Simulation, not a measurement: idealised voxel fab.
process module | voxel fin reveal
cross-section cut | 230 nm wide | cells 5 nm
A cross-section is a grid of square cells, given in bands from the top down. A band is one or more rows of cells.
Each band's line starts with the height of the band's top and of its bottom, in nm. Then come its materials from left to right, each with its width in nm. One material with "throughout" fills the band from edge to edge. "air" is empty space.
Height 0 is the level under which the wafer as received is all one material. The lowest band goes on downwards, as in "0 down".
A width such as "30 to 40" changes by the same amount from each row of cells to the next, from the band's top row to its bottom row.
"no change" after a step means that no cell of the cross-section changed.
closed voids: empty space of 8 cells or more with no open way to the top, each as width x height at its distance from the left edge, in nm
after a step's settings: what the simulator itself notes on the step
overlay nm, on a step with a mask: how far to the right of its planned place the mask lay; to the left if negative
plan
1 op RECEIVE | material Si
2 op CONFORMAL_DEP | material SiN | thk nm 5
3 op DIRECTIONAL_DEP | material aC | thk nm 10
4 op PATTERN | tone cover | mask id FINS | material resist | width nm 15 | pitch nm 40 | thk nm 25 | overlay nm 0
5 op DIRECTIONAL_ETCH | etch materials aC | depth nm 10
6 op STRIP | etch materials resist
7 op DIRECTIONAL_ETCH | etch materials SiN | depth nm 5
8 op DIRECTIONAL_ETCH | etch materials Si | depth nm 30
9 op STRIP | etch materials aC
10 op OXIDIZE | depth nm 5
11 op FILL_DEP | material SiO2 | thk nm 10
12 op CMP | height nm 5
13 op SELECTIVE_ETCH | etch materials SiO2 | depth nm 15
14 op STRIP | etch materials SiN
15 op CONFORMAL_DEP | material HfO2 | thk nm 5
varied across the wafers: width nm of step 4. The plan shows the first wafer's value. All wafers start alike
first wafer as received, after step 1
  0 down: Si throughout
  closed voids: none
each wafer at the end: cells of each material gained (+) or lost (-) since it was received, then its closed voids
width nm 15 | +54 HfO2 | -308 Si | +220 SiO2 | closed voids: none
width nm 20 | +54 HfO2 | -294 Si | +210 SiO2 | closed voids: none
width nm 25 | +54 HfO2 | -280 Si | +200 SiO2 | closed voids: none
